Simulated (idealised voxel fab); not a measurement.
process module | voxel wiring stack
cross-section cut | 285 nm wide | cells 5 nm
A cross-section is a grid of square cells, given in bands from the top down. A band is one or more rows of cells.
Each band's line starts with the height of the band's top and of its bottom, in nm. Then come its materials from left to right, each with its width in nm. One material with "throughout" fills the band from edge to edge. "air" is empty space.
Height 0 is the level under which the wafer as received is all one material. The lowest band goes on downwards, as in "0 down".
A width such as "30 to 40" changes by the same amount from each row of cells to the next, from the band's top row to its bottom row.
"no change" after a step means that no cell of the cross-section changed.
closed voids: empty space of 8 cells or more with no open way to the top, each as width x height at its distance from the left edge, in nm
after a step's settings: what the simulator itself notes on the step
overlay nm, on a step with a mask: how far to the right of its planned place the mask lay; to the left if negative
plan
1 op RECEIVE | material Si
2 op CONFORMAL_DEP | material SiO2 | thk nm 15
3 op CONFORMAL_DEP | material SiN | thk nm 5
4 op DIRECTIONAL_DEP | material SiO2 | thk nm 20
5 op PATTERN | tone open | mask id METAL_1 | material resist | width nm 20 | pitch nm 45 | thk nm 20 | overlay nm 0
6 op DIRECTIONAL_ETCH | etch materials SiO2 | depth nm 20
7 op DIRECTIONAL_ETCH | etch materials SiN | depth nm 5
8 op STRIP | etch materials resist
9 op CONFORMAL_DEP | material TiN | thk nm 5
10 op FILL_DEP | material Cu | thk nm 10
11 op CMP | height nm 40
12 op CONFORMAL_DEP | material SiCN | thk nm 5
13 op DIRECTIONAL_DEP | material lowk | thk nm 15
14 op DIRECTIONAL_DEP | material aC | thk nm 10
15 op PATTERN | tone open | mask id PLUG_1 | material resist | width nm 15 | pitch nm 90 | thk nm 30 | overlay nm 0
16 op DIRECTIONAL_ETCH | etch materials aC | depth nm 10
17 op STRIP | etch materials resist
18 op DIRECTIONAL_ETCH | etch materials lowk | depth nm 15
19 op DIRECTIONAL_ETCH | etch materials SiCN | depth nm 5
20 op STRIP | etch materials aC
21 op CONFORMAL_DEP | material TiN | thk nm 5
22 op FILL_DEP | material Ru | thk nm 5
23 op CMP | height nm 60
24 op CONFORMAL_DEP | material SiCN | thk nm 5
25 op DIRECTIONAL_DEP | material lowk | thk nm 15
26 op MASKED_ETCH | tone open | mask id METAL_2 | width nm 20 | pitch nm 45 | etch materials lowk | depth nm 15 | overlay nm 0
27 op MASKED_ETCH | tone open | mask id METAL_2 | width nm 20 | pitch nm 45 | etch materials SiCN | depth nm 5 | overlay nm 0
28 op CONFORMAL_DEP | material TiN | thk nm 5
29 op FILL_DEP | material Cu | thk nm 5
30 op CMP | height nm 80
31 op EPI | material Ru | thk nm 5
32 op FILL_DEP | material SiCN | thk nm 5
first wafer, as planned
as received, after step 1
  0 down: Si throughout
  closed voids: none
after step 2
  15 to 0: SiO2 throughout
  below 0: unchanged
after step 3
  20 to 15: SiN throughout
  below 15: unchanged
after step 4
  40 to 20: SiO2 throughout
  below 20: unchanged
after step 5
  60 to 40: resist 85 | air 20 | resist 25 | air 20 | resist 25 | air 20 | resist 90
  below 40: unchanged
after step 6
  60 to 40: resist 85 | air 20 | resist 25 | air 20 | resist 25 | air 20 | resist 90
  40 to 20: SiO2 85 | air 20 | SiO2 25 | air 20 | SiO2 25 | air 20 | SiO2 90
  below 20: unchanged
after step 7
  60 to 40: resist 85 | air 20 | resist 25 | air 20 | resist 25 | air 20 | resist 90
  40 to 20: SiO2 85 | air 20 | SiO2 25 | air 20 | SiO2 25 | air 20 | SiO2 90
  20 to 15: SiN 85 | air 20 | SiN 25 | air 20 | SiN 25 | air 20 | SiN 90
  below 15: unchanged
after step 8
  40 to 20: SiO2 85 | air 20 | SiO2 25 | air 20 | SiO2 25 | air 20 | SiO2 90
  below 20: unchanged
after step 9
  45 to 40: TiN 90 | air 10 | TiN 35 | air 10 | TiN 35 | air 10 | TiN 95
  40 to 20: SiO2 85 | TiN 5 | air 10 | TiN 5 | SiO2 25 | TiN 5 | air 10 | TiN 5 | SiO2 25 | TiN 5 | air 10 | TiN 5 | SiO2 90
  20 to 15: SiN 85 | TiN 20 | SiN 25 | TiN 20 | SiN 25 | TiN 20 | SiN 90
  below 15: unchanged
after step 10
  55 to 45: Cu throughout
  45 to 40: TiN 90 | Cu 10 | TiN 35 | Cu 10 | TiN 35 | Cu 10 | TiN 95
  40 to 20: SiO2 85 | TiN 5 | Cu 10 | TiN 5 | SiO2 25 | TiN 5 | Cu 10 | TiN 5 | SiO2 25 | TiN 5 | Cu 10 | TiN 5 | SiO2 90
  below 20: unchanged
after step 11
  40 to 20: SiO2 85 | TiN 5 | Cu 10 | TiN 5 | SiO2 25 | TiN 5 | Cu 10 | TiN 5 | SiO2 25 | TiN 5 | Cu 10 | TiN 5 | SiO2 90
  below 20: unchanged
after step 12
  45 to 40: SiCN throughout
  below 40: unchanged
after step 13
  60 to 45: lowk throughout
  below 45: unchanged
after step 14
  70 to 60: aC throughout
  below 60: unchanged
after step 15
  100 to 70: resist 85 | air 15 | resist 75 | air 15 | resist 95
  below 70: unchanged
after step 16
  90 to 70: resist 85 | air 15 | resist 75 | air 15 | resist 95
  70 to 60: aC 85 | air 15 | aC 75 | air 15 | aC 95
  below 60: unchanged
after step 17
  70 to 60: aC 85 | air 15 | aC 75 | air 15 | aC 95
  below 60: unchanged
after step 18
  70 to 60: aC 85 | air 15 | aC 75 | air 15 | aC 95
  60 to 45: lowk 85 | air 15 | lowk 75 | air 15 | lowk 95
  below 45: unchanged
after step 19
  70 to 60: aC 85 | air 15 | aC 75 | air 15 | aC 95
  60 to 45: lowk 85 | air 15 | lowk 75 | air 15 | lowk 95
  45 to 40: SiCN 85 | air 15 | SiCN 75 | air 15 | SiCN 95
  below 40: unchanged
after step 20
  60 to 45: lowk 85 | air 15 | lowk 75 | air 15 | lowk 95
  below 45: unchanged
after step 21
  65 to 60: TiN 90 | air 5 | TiN 85 | air 5 | TiN 100
  60 to 45: lowk 85 | TiN 5 | air 5 | TiN 5 | lowk 75 | TiN 5 | air 5 | TiN 5 | lowk 95
  45 to 40: SiCN 85 | TiN 15 | SiCN 75 | TiN 15 | SiCN 95
  below 40: unchanged
after step 22
  70 to 65: Ru throughout
  65 to 60: TiN 90 | Ru 5 | TiN 85 | Ru 5 | TiN 100
  60 to 45: lowk 85 | TiN 5 | Ru 5 | TiN 5 | lowk 75 | TiN 5 | Ru 5 | TiN 5 | lowk 95
  below 45: unchanged
after step 23
  60 to 45: lowk 85 | TiN 5 | Ru 5 | TiN 5 | lowk 75 | TiN 5 | Ru 5 | TiN 5 | lowk 95
  below 45: unchanged
after step 24
  65 to 60: SiCN throughout
  below 60: unchanged
after step 25
  80 to 65: lowk throughout
  below 65: unchanged
after step 26
  80 to 65: lowk 85 | air 20 | lowk 25 | air 20 | lowk 25 | air 20 | lowk 90
  below 65: unchanged
after step 27
  80 to 65: lowk 85 | air 20 | lowk 25 | air 20 | lowk 25 | air 20 | lowk 90
  65 to 60: SiCN 85 | air 20 | SiCN 25 | air 20 | SiCN 25 | air 20 | SiCN 90
  below 60: unchanged
after step 28
  85 to 80: TiN 90 | air 10 | TiN 35 | air 10 | TiN 35 | air 10 | TiN 95
  80 to 65: lowk 85 | TiN 5 | air 10 | TiN 5 | lowk 25 | TiN 5 | air 10 | TiN 5 | lowk 25 | TiN 5 | air 10 | TiN 5 | lowk 90
  65 to 60: SiCN 85 | TiN 20 | SiCN 25 | TiN 20 | SiCN 25 | TiN 20 | SiCN 90
  below 60: unchanged
after step 29
  90 to 85: Cu throughout
  85 to 80: TiN 90 | Cu 10 | TiN 35 | Cu 10 | TiN 35 | Cu 10 | TiN 95
  80 to 65: lowk 85 | TiN 5 | Cu 10 | TiN 5 | lowk 25 | TiN 5 | Cu 10 | TiN 5 | lowk 25 | TiN 5 | Cu 10 | TiN 5 | lowk 90
  below 65: unchanged
after step 30
  80 to 65: lowk 85 | TiN 5 | Cu 10 | TiN 5 | lowk 25 | TiN 5 | Cu 10 | TiN 5 | lowk 25 | TiN 5 | Cu 10 | TiN 5 | lowk 90
  below 65: unchanged
after step 31
  85 to 80: air 80 | Ru 30 | air 15 | Ru 30 | air 15 | Ru 30 | air 85
  below 80: unchanged
after step 32
  90 to 85: SiCN throughout
  85 to 80: SiCN 80 | Ru 30 | SiCN 15 | Ru 30 | SiCN 15 | Ru 30 | SiCN 85
  below 80: unchanged
second wafer: like start, like plan, one mistake. Through step 10 it matches the first wafer
when step 11 should have ended
  35 to 20: SiO2 85 | TiN 5 | Cu 10 | TiN 5 | SiO2 25 | TiN 5 | Cu 10 | TiN 5 | SiO2 25 | TiN 5 | Cu 10 | TiN 5 | SiO2 90
  below 20: unchanged
when step 12 should have ended
  40 to 35: SiCN throughout
  below 35: unchanged
when step 13 should have ended
  55 to 40: lowk throughout
  below 40: unchanged
when step 14 should have ended
  65 to 55: aC throughout
  below 55: unchanged
when step 15 should have ended
  95 to 65: resist 85 | air 15 | resist 75 | air 15 | resist 95
  below 65: unchanged
when step 16 should have ended
  85 to 65: resist 85 | air 15 | resist 75 | air 15 | resist 95
  65 to 55: aC 85 | air 15 | aC 75 | air 15 | aC 95
  below 55: unchanged
when step 17 should have ended
  65 to 55: aC 85 | air 15 | aC 75 | air 15 | aC 95
  below 55: unchanged
when step 18 should have ended
  65 to 55: aC 85 | air 15 | aC 75 | air 15 | aC 95
  55 to 40: lowk 85 | air 15 | lowk 75 | air 15 | lowk 95
  below 40: unchanged
when step 19 should have ended
  65 to 55: aC 85 | air 15 | aC 75 | air 15 | aC 95
  55 to 40: lowk 85 | air 15 | lowk 75 | air 15 | lowk 95
  40 to 35: SiCN 85 | air 15 | SiCN 75 | air 15 | SiCN 95
  below 35: unchanged
when step 20 should have ended
  55 to 40: lowk 85 | air 15 | lowk 75 | air 15 | lowk 95
  below 40: unchanged
when step 21 should have ended
  60 to 55: TiN 90 | air 5 | TiN 85 | air 5 | TiN 100
  55 to 40: lowk 85 | TiN 5 | air 5 | TiN 5 | lowk 75 | TiN 5 | air 5 | TiN 5 | lowk 95
  40 to 35: SiCN 85 | TiN 15 | SiCN 75 | TiN 15 | SiCN 95
  below 35: unchanged
when step 22 should have ended
  65 to 60: Ru throughout
  60 to 55: TiN 90 | Ru 5 | TiN 85 | Ru 5 | TiN 100
  55 to 40: lowk 85 | TiN 5 | Ru 5 | TiN 5 | lowk 75 | TiN 5 | Ru 5 | TiN 5 | lowk 95
  below 40: unchanged
when step 23 should have ended
  60 to 55: TiN 90 | Ru 5 | TiN 85 | Ru 5 | TiN 100
  below 55: unchanged
when step 24 should have ended
  65 to 60: SiCN throughout
  below 60: unchanged
when step 25 should have ended
  80 to 65: lowk throughout
  below 65: unchanged
when step 26 should have ended
  80 to 65: lowk 85 | air 20 | lowk 25 | air 20 | lowk 25 | air 20 | lowk 90
  below 65: unchanged
when step 27 should have ended
  80 to 65: lowk 85 | air 20 | lowk 25 | air 20 | lowk 25 | air 20 | lowk 90
  65 to 60: SiCN 85 | air 20 | SiCN 25 | air 20 | SiCN 25 | air 20 | SiCN 90
  below 60: unchanged
when step 28 should have ended
  85 to 80: TiN 90 | air 10 | TiN 35 | air 10 | TiN 35 | air 10 | TiN 95
  80 to 65: lowk 85 | TiN 5 | air 10 | TiN 5 | lowk 25 | TiN 5 | air 10 | TiN 5 | lowk 25 | TiN 5 | air 10 | TiN 5 | lowk 90
  65 to 60: SiCN 85 | TiN 20 | SiCN 25 | TiN 20 | SiCN 25 | TiN 20 | SiCN 90
  below 60: unchanged
when step 29 should have ended
  90 to 85: Cu throughout
  85 to 80: TiN 90 | Cu 10 | TiN 35 | Cu 10 | TiN 35 | Cu 10 | TiN 95
  80 to 65: lowk 85 | TiN 5 | Cu 10 | TiN 5 | lowk 25 | TiN 5 | Cu 10 | TiN 5 | lowk 25 | TiN 5 | Cu 10 | TiN 5 | lowk 90
  below 65: unchanged
when step 30 should have ended
  80 to 65: lowk 85 | TiN 5 | Cu 10 | TiN 5 | lowk 25 | TiN 5 | Cu 10 | TiN 5 | lowk 25 | TiN 5 | Cu 10 | TiN 5 | lowk 90
  below 65: unchanged
when step 31 should have ended
  85 to 80: air 80 | Ru 30 | air 15 | Ru 30 | air 15 | Ru 30 | air 85
  below 80: unchanged
when step 32 should have ended
  90 to 85: SiCN throughout
  85 to 80: SiCN 80 | Ru 30 | SiCN 15 | Ru 30 | SiCN 15 | Ru 30 | SiCN 85
  below 80: unchanged
what went wrong: step 11 ran as: op CMP | height nm 35
at the end the second wafer has, in cells: 6 fewer of Cu | 2 more of Ru | 45 fewer of SiO2 | 49 more of TiN
